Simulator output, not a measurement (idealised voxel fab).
Presented below is a process module, voxel ribs on slabs.
We display cut, a cross-section 195 nm in width whose square cells are each 5 nm.
Cross-section format: a grid of square cells, given as bands from top to bottom; each band is one or more rows of cells. A band entry consists of two parts. The first gives the height of the band's top and the height of its bottom, in nm. The rest lists the band's materials from left to right, each with its width in nm. A single material labelled with the word "throughout" fills the band from edge to edge, and the word "air" marks empty space. Counting heights begins at 0, where everything beneath is, in the wafer as received, one material. The lowest band has no bottom; it goes on downwards, as "0 nm and below" shows. Top row gets the first number, bottom row gets the second, and each row in between changes by the same step: that is how a band width like "30->40" works. When a step is marked "same as before", none of the cells in the cross-section changed during that step. Entry "Non-vented voids" = empty spaces >= 8 cells with no open way to the top; each as width x height at distance, distance from left edge, all nm. Past the settings on a step's line: simulator remark, on that step. overlay nm: step with mask; distance mask lay right of planned place; negative value = left of planned place.
**plan**
- 1: RECEIVE (material Si)
- 2: DIRECTIONAL_DEP (material SiO2; thk nm 25)
- 3: DIRECTIONAL_DEP (material SiN; thk nm 15)
- 4: MASKED_ETCH (tone cover; mask id RIB; width nm 25; etch materials SiN; depth nm 10; overlay nm 0)
- 5: DIRECTIONAL_DEP (material aC; thk nm 15)
- 6: PATTERN (tone cover; mask id SLAB; material resist; width nm 85; thk nm 35; overlay nm 0)
- 7: DIRECTIONAL_ETCH (etch materials aC; depth nm 15)
- 8: STRIP (etch materials resist)
- 9: DIRECTIONAL_ETCH (etch materials SiN; depth nm 5)
- 10: STRIP (etch materials aC)
- 11: FILL_DEP (material SiO2; thk nm 20)
- 12: CMP (height nm 45)
- 13: DIRECTIONAL_DEP (material TiN; thk nm 10)
- 14: MASKED_ETCH (tone cover; mask id HEATER; width nm 35; etch materials TiN; depth nm 10; overlay nm 0)
- 15: CONFORMAL_DEP (material SiN; thk nm 5)
The value of height nm given for step 12 in the plan refers to the first wafer; the wafers vary in this setting and are alike at the start.
**Incoming state of the first of several wafers in cross-section: after step 1**
  0 nm and below  Si throughout
  Non-vented voids: none
**After the module's final step, step 15: the first of several wafers in cross-section**
  60 nm to 55 nm  75 of air, then 45 of SiN, then 75 of air
  55 nm to 50 nm  75 of air, then 5 of SiN, then 35 of TiN, then 5 of SiN, then 75 of air
  50 nm to 45 nm  80 of SiN, then 35 of TiN, then 80 of SiN
  45 nm to 40 nm  SiO2 throughout
  40 nm to 30 nm  85 of SiO2, then 25 of SiN, then 85 of SiO2
  30 nm to 25 nm  55 of SiO2, then 85 of SiN, then 55 of SiO2
  25 nm to 0 nm  SiO2 throughout
  0 nm and below  Si throughout
  Non-vented voids: none
**Last wafer, end of module, cross-section**
  75 nm to 70 nm  75 of air, then 45 of SiN, then 75 of air
  70 nm to 65 nm  75 of air, then 5 of SiN, then 35 of TiN, then 5 of SiN, then 75 of air
  65 nm to 60 nm  80 of SiN, then 35 of TiN, then 80 of SiN
  60 nm to 40 nm  SiO2 throughout
  40 nm to 30 nm  85 of SiO2, then 25 of SiN, then 85 of SiO2
  30 nm to 25 nm  55 of SiO2, then 85 of SiN, then 55 of SiO2
  25 nm to 0 nm  SiO2 throughout
  0 nm and below  Si throughout
  Non-vented voids: none
**Note: the following table is arranged by wafer, a row apiece. Each row reports the end-of-module state: per material, cells gained (+) or cells lost (-) compared with the wafer as received; closed voids follow**
height nm 45, +70 SiN, +324 SiO2, +14 TiN, Non-vented voids: none
height nm 50, +70 SiN, +363 SiO2, +14 TiN, Non-vented voids: none
height nm 55, +70 SiN, +402 SiO2, +14 TiN, Non-vented voids: none
height nm 60, +70 SiN, +441 SiO2, +14 TiN, Non-vented voids: none
